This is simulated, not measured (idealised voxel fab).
The document below concerns the process module designated voxel double patterning.
Pictured: cross-section cut, 205 nm wide, on a grid of 5 nm square cells.
Just so we're on the same page, the cross-sections are grids of square cells, and they're listed out in bands top to bottom, each band one or more rows deep. The band entry comprises the height of the band's top followed by the height of its bottom, expressed in nm, and subsequently the band's materials from left to right, each stated together with its width in nm. Where a single material is marked with the word "everywhere", that material fills the band from edge to edge. The word "blank" represents empty space. Measure heights from 0. That's the level where, below it, the as-received wafer is all one material. The lowest band is bottomless and extends downward; write it as in "0 nm and below". The notation "30 to 40" denotes a width that varies across the rows of cells in the band, beginning at the first number in the top row, finishing at the second number in the bottom row, and changing by an identical amount from each row to the next. "changes: none" -> step changed no cross-section cell. Closed empty spaces (no open way to the top) of 8 cells or more are what "Fully enclosed voids" lists, each as width x height at distance from the left edge, nm for all three. Heads up: the bit after the settings on a step's line is the simulator's remark on that step. If you see "overlay nm" on a step's line and that step has a mask, it's telling you how far right of where it was planned the mask ended up; a negative number means it went left instead.
Process steps (planned)
- 1: RECEIVE: material Si
- 2: CONFORMAL_DEP: material SiO2, thk nm 10
- 3: DIRECTIONAL_DEP: material TiN, thk nm 10
- 4: DIRECTIONAL_DEP: material SiN, thk nm 5
- 5: MASKED_ETCH: tone open, mask id FIRST, width nm 15, pitch nm 50, etch materials SiN, depth nm 5, overlay nm 0
- 6: DIRECTIONAL_DEP: material aC, thk nm 15
- 7: PATTERN: tone open, mask id SECOND, material resist, width nm 15, pitch nm 50, thk nm 30, overlay nm 0
- 8: DIRECTIONAL_ETCH: etch materials aC, depth nm 5
- 9: STRIP: etch materials resist
- 10: DIRECTIONAL_ETCH: etch materials SiN, depth nm 5
- 11: STRIP: etch materials aC
- 12: DIRECTIONAL_ETCH: etch materials TiN, depth nm 10
- 13: STRIP: etch materials SiN
Wafer-to-wafer difference: depth nm, step 8. Common start. Plan = first wafer's value.
Cross-section of the first of several wafers on receipt, reflecting completion of step 1
  0 nm and below  Si everywhere
  Fully enclosed voids: none
Per wafer, end of module: cells gained (+) or lost (-) per material since receipt, then closed voids
depth nm 5 | +82 SiO2 | +64 TiN | Fully enclosed voids: none
depth nm 10 | +82 SiO2 | +64 TiN | Fully enclosed voids: none
depth nm 15 | +82 SiO2 | +52 TiN | Fully enclosed voids: none
depth nm 20 | +82 SiO2 | +52 TiN | Fully enclosed voids: none
depth nm 25 | +82 SiO2 | +52 TiN | Fully enclosed voids: none
depth nm 30 | +82 SiO2 | +52 TiN | Fully enclosed voids: none
